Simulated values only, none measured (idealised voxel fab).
Documented hereafter: the process module known as voxel air gaps.
The figure presents cross-section cut, which has a width of 250 nm and is divided into square cells with an edge length of 5 nm.
Notation: cross-section as square-cell grid; stated in bands, top first, going down; one or more cell rows per band.
Quick guide to a band line: top height, bottom height (nm) up front; then every material left to right with its width in nm. Only one material and it's marked "full width"? Then it fills the band edge to edge. And "empty" just means empty space.
For the purposes of this specification, 0 denotes the height below which the wafer in its as-received condition is composed wholly of one material, and the lowermost band, lacking a lower limit, extends downward without end, as expressed in "0 -> down".
A width such as "30 to 40" changes by the same amount from each row of cells to the next, from the band's top row to its bottom row.
Any step labelled "identical to before" changed none of the cells in the cross-section.
Closed void catalog: empty space of 8 cells or more with no open way to the top, each as width x height at its distance from the left edge, in nm
Heads up: the bit after the settings on a step's line is the simulator's remark on that step.
overlay nm: for a step with a mask, the amount by which the mask lay right of where it was planned; a negative amount means left of it.
Steps planned for the process:
| 1 | RECEIVE (material Si) |
| 2 | CONFORMAL_DEP (material SiO2; thk nm 15) |
| 3 | CONFORMAL_DEP (material SiCN; thk nm 5) |
| 4 | DIRECTIONAL_DEP (material SiO2; thk nm 30) |
| 5 | MASKED_ETCH (tone open; mask id LINES; width nm 20; pitch nm 50; etch materials SiO2; depth nm 30; overlay nm 0) |
| 6 | CONFORMAL_DEP (material TiN; thk nm 5) |
| 7 | FILL_DEP (material W; thk nm 10) |
| 8 | CMP (height nm 50) |
| 9 | EPI (material Ru; thk nm 10) |
| 10 | SELECTIVE_ETCH (etch materials SiO2; depth nm 40) |
| 11 | CONFORMAL_DEP (material SiCN; thk nm 5) |
Cross-section of the wafer upon arrival, representing the state reached after step 1:
- 0 -> down  Si full width
- Closed void catalog: none
Cross-section, first of two wafers, end of module, run as planned:
- 65 -> 60  empty 25, then SiCN 200, then empty 25
- 60 -> 50  empty 25, then SiCN 5, then Ru 40, then SiCN 10, then Ru 40, then SiCN 10, then Ru 40, then SiCN 10, then Ru 40, then SiCN 5, then empty 25
- 50 -> 45  empty 25, then SiCN 15, then TiN 5, then W 10, then TiN 5, then SiCN 30, then TiN 5, then W 10, then TiN 5, then SiCN 30, then TiN 5, then W 10, then TiN 5, then SiCN 30, then TiN 5, then W 10, then TiN 5, then SiCN 15, then empty 25
- 45 -> 25  empty 35, then SiCN 5, then TiN 5, then W 10, then TiN 5, then SiCN 5, then empty 20, then SiCN 5, then TiN 5, then W 10, then TiN 5, then SiCN 5, then empty 20, then SiCN 5, then TiN 5, then W 10, then TiN 5, then SiCN 5, then empty 20, then SiCN 5, then TiN 5, then W 10, then TiN 5, then SiCN 5, then empty 35
- 25 -> 20  SiCN 40, then TiN 20, then SiCN 30, then TiN 20, then SiCN 30, then TiN 20, then SiCN 30, then TiN 20, then SiCN 40
- 20 -> 15  SiCN full width
- 15 -> 0  SiO2 full width
- 0 -> down  Si full width
- Closed void catalog: 20 x 20 at 65; 20 x 20 at 115; 20 x 20 at 165
Second wafer of the two, sectioned at the end of the module. It began like the first and followed the same plan, but one mistake was made while running it:
- 65 -> 60  empty 20, then SiCN 210, then empty 20
- 60 -> 50  empty 20, then SiCN 5, then Ru 200, then SiCN 5, then empty 20
- 50 -> 45  empty 20, then SiCN 15, then TiN 5, then W 20, then TiN 5, then SiO2 20, then TiN 5, then W 20, then TiN 5, then SiO2 20, then TiN 5, then W 20, then TiN 5, then SiO2 20, then TiN 5, then W 20, then TiN 5, then SiCN 15, then empty 20
- 45 -> 25  empty 30, then SiCN 5, then TiN 5, then W 20, then TiN 5, then SiO2 20, then TiN 5, then W 20, then TiN 5, then SiO2 20, then TiN 5, then W 20, then TiN 5, then SiO2 20, then TiN 5, then W 20, then TiN 5, then SiCN 5, then empty 30
- 25 -> 20  SiCN 35, then TiN 30, then SiO2 20, then TiN 30, then SiO2 20, then TiN 30, then SiO2 20, then TiN 30, then SiCN 35
- 20 -> 15  SiCN full width
- 15 -> 0  SiO2 full width
- 0 -> down  Si full width
- Closed void catalog: none
Finding, execution versus plan: the process deviated at step 5: the operation and settings actually run there were MASKED_ETCH (tone open; mask id LINES; width nm 30; pitch nm 50; etch materials SiO2; depth nm 30; overlay nm 0)
Materials where the second wafer ends with more or fewer cells than the first: +16 Ru, -72 SiCN, +72 SiO2, +8 TiN, +40 W
At the end, the first wafer has 3 closed voids and the second wafer has 0.
